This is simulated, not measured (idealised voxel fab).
Process module heading - voxel self aligned contacts
It is cross-section cut that appears here, measuring 290 nm in width, its square cells being 5 nm in size.
This document writes a cross-section as a grid whose cells are square, and gives it as bands, listed from the top down; one or more rows of cells form a band.
Look at the band entry: it leads with the top's height and the bottom's height in nm. Then it lists the materials left to right, with a width in nm for each. The word "throughout" on a single material says that material fills the band edge to edge. The word "air" is empty space.
The level at which height equals 0 is the one under which the wafer, as it arrives, is entirely one material. No lower edge exists for the bottom band, which continues downward and is notated as in "top 0, no bottom".
The two numbers in a width such as "30->40" mark its ends across the band: the first belongs to the top row of cells, the second to the bottom row, and from each row to the next the width moves by the same amount.
A step reported as "no alteration" is a step in which no cell of the cross-section changed.
"Sealed void inventory": empty spaces of 8 cells or more with no open way to the top, each given as width x height at distance, distance from the left edge, all in nm.
Heads up: the bit after the settings on a step's line is the simulator's remark on that step.
Regarding "overlay nm": on a step with a mask, it is the distance the mask lay to the right of its planned place; a negative value places it to the left.
Steps planned for the process:
1. RECEIVE with material Si
2. OXIDIZE with depth nm 5
3. DIRECTIONAL_DEP with material polySi, thk nm 25
4. DIRECTIONAL_DEP with material SiN, thk nm 20
5. DIRECTIONAL_DEP with material aC, thk nm 15
6. PATTERN with tone cover, mask id GATE, material resist, width nm 25, pitch nm 70, thk nm 30, overlay nm 0
7. DIRECTIONAL_ETCH with etch materials aC, depth nm 15
8. STRIP with etch materials resist
9. DIRECTIONAL_ETCH with etch materials SiN, depth nm 20
10. DIRECTIONAL_ETCH with etch materials polySi, depth nm 25
11. STRIP with etch materials aC
12. CONFORMAL_DEP with material SiN, thk nm 10
13. DIRECTIONAL_ETCH with etch materials SiN, depth nm 10
14. FILL_DEP with material SiO2, thk nm 20
15. CMP with height nm 55
16. MASKED_ETCH with tone open, mask id CONTACT, width nm 45, etch materials SiO2, depth nm 60, overlay nm 0
17. CONFORMAL_DEP with material TiN, thk nm 5
18. FILL_DEP with material W, thk nm 10
19. CMP with height nm 55
20. CONFORMAL_DEP with material SiN, thk nm 5
The plan shows the width nm of step 16 as the first wafer had it; this setting differs between the wafers, which start out alike.
Sectional view: first of several wafers, as received, after step 1:
top 0, no bottom | Si throughout
Sealed void inventory: none
Per wafer (row), end of module: delta in cells per material since receipt, (+) for gained, (-) for lost; closed voids after that:
width nm 45, -58 Si, +170 SiN, +466 SiO2, +31 TiN, +37 W, +50 polySi, Sealed void inventory: none
width nm 50, -58 Si, +170 SiN, +464 SiO2, +32 TiN, +38 W, +50 polySi, Sealed void inventory: none
width nm 55, -58 Si, +170 SiN, +462 SiO2, +33 TiN, +39 W, +50 polySi, Sealed void inventory: none
width nm 60, -58 Si, +170 SiN, +460 SiO2, +34 TiN, +40 W, +50 polySi, Sealed void inventory: none
width nm 65, -58 Si, +170 SiN, +458 SiO2, +35 TiN, +41 W, +50 polySi, Sealed void inventory: none
width nm 70, -58 Si, +170 SiN, +456 SiO2, +36 TiN, +42 W, +50 polySi, Sealed void inventory: none
